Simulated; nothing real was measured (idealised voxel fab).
Process module name: voxel capacitor over wiring
FYI the section here is cut, 260 nm wide, cells are 5 nm squares.
Throughout this document, each cross-section is represented as a grid of square cells and is presented as a sequence of bands enumerated from the top downward, where a band comprises one or more rows of cells. Quick guide to a band line: top height, bottom height (nm) up front; then every material left to right with its width in nm. Only one material and it's marked "edge to edge"? Then it fills the band edge to edge. And "blank" just means empty space. Zero point of the height axis is 0; under it, received wafer = one material. Lowest band: continues down indefinitely, "0 and below". The notation "30..40" denotes a width that varies across the rows of cells in the band, beginning at the first number in the top row, finishing at the second number in the bottom row, and changing by an identical amount from each row to the next. "no modifications" -> step changed no cross-section cell. Any empty space of 8 cells or more lacking an open way to the top shows up in "Entrapped void list" as width x height at distance, distance from the left edge, in nm. On a step's line, text after the settings is the simulator commenting on that step. For masked steps, "overlay nm" on the step line gives how far right of plan the mask actually lay; a minus sign means it lay to the left.

THE FOLLOWING LIST GIVES THE PLANNED PROCESS STEPS
1 RECEIVE | material Si
2 CONFORMAL_DEP | material SiO2 | thk nm 10
3 CONFORMAL_DEP | material SiN | thk nm 5
4 DIRECTIONAL_DEP | material SiO2 | thk nm 20
5 MASKED_ETCH | tone open | mask id METAL_1 | width nm 25 | pitch nm 75 | etch materials SiO2 | depth nm 20 | overlay nm 0
6 MASKED_ETCH | tone open | mask id METAL_1 | width nm 25 | pitch nm 75 | etch materials SiN | depth nm 5 | overlay nm 0
7 CONFORMAL_DEP | material TiN | thk nm 5
8 FILL_DEP | material Cu | thk nm 5
9 CMP | height nm 35
10 CONFORMAL_DEP | material SiCN | thk nm 5
11 DIRECTIONAL_DEP | material SiO2 | thk nm 20
12 DIRECTIONAL_DEP | material aC | thk nm 10
13 PATTERN | tone open | mask id PLUG_1 | material resist | width nm 15 | thk nm 25 | overlay nm 0
14 DIRECTIONAL_ETCH | etch materials aC | depth nm 10
15 STRIP | etch materials resist
16 DIRECTIONAL_ETCH | etch materials SiO2 | depth nm 20
17 DIRECTIONAL_ETCH | etch materials SiCN | depth nm 5
18 STRIP | etch materials aC
19 EPI | material Ru | thk nm 10
20 EPI | material Ru | thk nm 10
21 EPI | material Ru | thk nm 5
22 DIRECTIONAL_DEP | material TiN | thk nm 5
23 DIRECTIONAL_DEP | material HfO2 | thk nm 5
24 DIRECTIONAL_DEP | material TiN | thk nm 5
25 PATTERN | tone cover | mask id UPPER_PLATE | material resist | width nm 55 | thk nm 20 | overlay nm 0
26 DIRECTIONAL_ETCH | etch materials TiN | depth nm 5
27 DIRECTIONAL_ETCH | etch materials HfO2 | depth nm 5
28 STRIP | etch materials resist
29 PATTERN | tone cover | mask id LOWER_PLATE | material resist | width nm 65 | thk nm 20 | overlay nm 0
30 DIRECTIONAL_ETCH | etch materials TiN | depth nm 5
31 STRIP | etch materials resist
32 FILL_DEP | material SiO2 | thk nm 20
33 CMP | height nm 90
34 DIRECTIONAL_DEP | material aC | thk nm 15
35 PATTERN | tone open | mask id PLUG_2 | material resist | width nm 15 | thk nm 35 | overlay nm 0
36 DIRECTIONAL_ETCH | etch materials aC | depth nm 15
37 STRIP | etch materials resist
38 DIRECTIONAL_ETCH | etch materials SiO2 | depth nm 15
39 STRIP | etch materials aC
40 CONFORMAL_DEP | material TiN | thk nm 5
41 FILL_DEP | material Ru | thk nm 5
42 CMP | height nm 90
43 CONFORMAL_DEP | material SiCN | thk nm 5

THIS IS THE CROSS-SECTION OF THE WAFER AS WE RECEIVED IT, I.E. AFTER STEP 1
> 0 and below = Si edge to edge
> Entrapped void list: none

END STATE OF THE MODULE IN CROSS-SECTION, GIVEN THE ABOVE STARTING POINT AND PLAN AND ONE MISTAKE IN EXECUTION
> 95 down to 90 = SiCN edge to edge
> 90 down to 80 = 100 SiO2  5 TiN  5 Ru  5 TiN  145 SiO2
> 80 down to 70 = 100..105 SiO2  15..40 TiN  145..115 SiO2
> 70 down to 65 = 105 SiO2  40 HfO2  115 SiO2
> 65 down to 60 = 85 SiO2  5 TiN  15 SiO2  45 TiN  110 SiO2
> 60 down to 50 = SiO2 edge to edge
> 50 down to 45 = 90 SiO2  15 TiN  155 SiO2
> 45 down to 40 = 90 SiO2  15 HfO2  155 SiO2
> 40 down to 35 = 90 SiCN  15 TiN  155 SiCN
> 35 down to 20 = 75 Cu  5 TiN  25 SiO2  5 TiN  40 Cu  5 TiN  25 SiO2  5 TiN  75 Cu
> 20 down to 15 = 80 TiN  25 SiO2  50 TiN  25 SiO2  80 TiN
> 15 down to 10 = SiN edge to edge
> 10 down to 0 = SiO2 edge to edge
> 0 and below = Si edge to edge
> Entrapped void list: none
Misprocessing identified: step 5 changed vs plan, executed as MASKED_ETCH | tone cover | mask id METAL_1 | width nm 25 | pitch nm 75 | etch materials SiO2 | depth nm 20 | overlay nm 0
